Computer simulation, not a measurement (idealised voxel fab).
Process module, titled voxel spacer lines
Shown is cross-section cut, with a width of 225 nm and square cells of size 5 nm.
When this document writes out a cross-section, it uses a grid of square cells and lists it as bands, beginning at the top and moving down, with a band standing for one or more rows of cells. Look at the band entry: it leads with the top's height and the bottom's height in nm. Then it lists the materials left to right, with a width in nm for each. The word "throughout" on a single material says that material fills the band edge to edge. The word "blank" is empty space. Height reference: 0 = level under which incoming wafer is all one material. Lowest band: no bottom, runs on downward, e.g. "0 and below". When a width is written as two numbers, as in "30 to 40", the first number is the width in the top row of cells of the band and the second is the width in its bottom row, and the width changes by the same amount from each row to the next. It should be understood that the words "no alterations made", when stated for a given step, signify that the cross-section underwent no change in any of its cells during that step. The entry "Enclosed cavity list" lists the empty spaces that cover at least 8 cells and have no open path to the top. Each is written as width x height at distance, where the distance is measured from the left edge and all three values are in nm. Step line, after settings: the simulator's comment on this step. "overlay nm" denotes, for a step that has a mask, the displacement of the mask to the right of its planned place, with negative values corresponding to the left.
These are the steps we planned for the process
1: RECEIVE: material Si
2: CONFORMAL_DEP: material Al2O3, thk nm 10
3: DIRECTIONAL_DEP: material TiN, thk nm 10
4: DIRECTIONAL_DEP: material aC, thk nm 25
5: PATTERN: tone cover, mask id MANDREL, material resist, width nm 25, pitch nm 70, thk nm 35, overlay nm 0
6: DIRECTIONAL_ETCH: etch materials aC, depth nm 25
7: STRIP: etch materials resist
8: CONFORMAL_DEP: material SiO2, thk nm 10
9: DIRECTIONAL_ETCH: etch materials SiO2, depth nm 5
10: STRIP: etch materials aC
11: DIRECTIONAL_ETCH: etch materials TiN, depth nm 10
12: STRIP: etch materials SiO2
13: FILL_DEP: material lowk, thk nm 10
14: CMP: height nm 20
For this document, wafers share an identical start and vary in the step 9 depth nm; the plan quotes the first wafer's value.
Step 1 complete: as-received cross-section of the first of several wafers
- 0 and below | Si throughout
- Enclosed cavity list: none
Below: a row per wafer. Contents at end of module: for every material, cells gained since receipt (+) or lost since receipt (-); then closed voids
depth nm 5; +90 Al2O3; +90 TiN; Enclosed cavity list: none
depth nm 10; +90 Al2O3; +24 TiN; +66 lowk; Enclosed cavity list: none
depth nm 15; +90 Al2O3; +24 TiN; +66 lowk; Enclosed cavity list: none
depth nm 20; +90 Al2O3; +24 TiN; +66 lowk; Enclosed cavity list: none
depth nm 25; +90 Al2O3; +24 TiN; +66 lowk; Enclosed cavity list: none
